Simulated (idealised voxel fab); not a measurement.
The document below concerns the process module designated voxel plated lines.
In the cross-section labelled cut, the width is 295 nm and each square cell is 5 nm.
Throughout this document, each cross-section is represented as a grid of square cells and is presented as a sequence of bands enumerated from the top downward, where a band comprises one or more rows of cells.
Heads up on the band format: heights come first, top then bottom, in nm. After that it's the materials left to right, each with its width in nm. A single material flagged "edge to edge" fills the whole band edge to edge, and "air" means there's empty space there.
Note: height 0 marks the level under which the wafer is uniformly one material as received. Lowest band unbounded below, written "z 0 and below".
It should be noted that a width expressed as "30->40" varies in equal increments from row to row of cells within the band, taking the value of the first number at the top row and that of the second number at the bottom row.
Step marked "nothing got changed"? Then no cell in the cross-section changed in it.
For the entry "Sealed void list", the listed items are empty spaces with no open way to the top whose size is 8 cells or more; each item follows the pattern width x height at distance, where distance is from the left edge and all three are in nm.
Read whatever lies past the settings on a step's line as the simulator's own remark about the step.
overlay nm: step with mask; distance mask lay right of planned place; negative value = left of planned place.

INTENDED PROCESS STEPS
- 1: RECEIVE,material Si
- 2: CONFORMAL_DEP,material Al2O3,thk nm 5
- 3: DIRECTIONAL_DEP,material TiN,thk nm 5
- 4: PATTERN,tone open,mask id LINES,material resist,width nm 30,pitch nm 55,thk nm 20,overlay nm 0
- 5: EPI,material Ru,thk nm 5
- 6: STRIP,etch materials resist
- 7: DIRECTIONAL_ETCH,etch materials TiN,depth nm 5
- 8: CONFORMAL_DEP,material SiN,thk nm 10
Heads up: all these wafers start the same, and what changes between them is the thk nm in step 2. The value you see in the plan is just what the first wafer got.

CROSS-SECTION OF THE FIRST OF SEVERAL WAFERS AS RECEIVED (AFTER STEP 1)
    z 0 and below  Si edge to edge
    Sealed void list: none

ONCE STEP 8, THE LAST STEP, IS COMPLETE, THE MODULE IS AT ITS END; THIS IS THE CROSS-SECTION OF THE FIRST OF SEVERAL WAFERS
    z 25 to 15  95 nm air; 50 nm SiN; 5 nm air; 50 nm SiN; 95 nm air
    z 15 to 10  105 nm SiN; 30 nm Ru; 25 nm SiN; 30 nm Ru; 105 nm SiN
    z 10 to 5  105 nm SiN; 30 nm TiN; 25 nm SiN; 30 nm TiN; 105 nm SiN
    z 5 to 0  Al2O3 edge to edge
    z 0 and below  Si edge to edge
    Sealed void list: none

LAST WAFER X-SEC, END OF MODULE
    z 50 to 40  95 nm air; 50 nm SiN; 5 nm air; 50 nm SiN; 95 nm air
    z 40 to 35  105 nm SiN; 30 nm Ru; 25 nm SiN; 30 nm Ru; 105 nm SiN
    z 35 to 30  105 nm SiN; 30 nm TiN; 25 nm SiN; 30 nm TiN; 105 nm SiN
    z 30 to 0  Al2O3 edge to edge
    z 0 and below  Si edge to edge
    Sealed void list: none

ROW PER WAFER, END-OF-MODULE: CELL GAIN (+)/LOSS (-) BY MATERIAL SINCE THE WAFER CAME IN, THEN CLOSED VOIDS
thk nm 5, +59 Al2O3, +12 Ru, +134 SiN, +12 TiN, Sealed void list: none
thk nm 10, +118 Al2O3, +12 Ru, +134 SiN, +12 TiN, Sealed void list: none
thk nm 15, +177 Al2O3, +12 Ru, +134 SiN, +12 TiN, Sealed void list: none
thk nm 20, +236 Al2O3, +12 Ru, +134 SiN, +12 TiN, Sealed void list: none
thk nm 25, +295 Al2O3, +12 Ru, +134 SiN, +12 TiN, Sealed void list: none
thk nm 30, +354 Al2O3, +12 Ru, +134 SiN, +12 TiN, Sealed void list: none
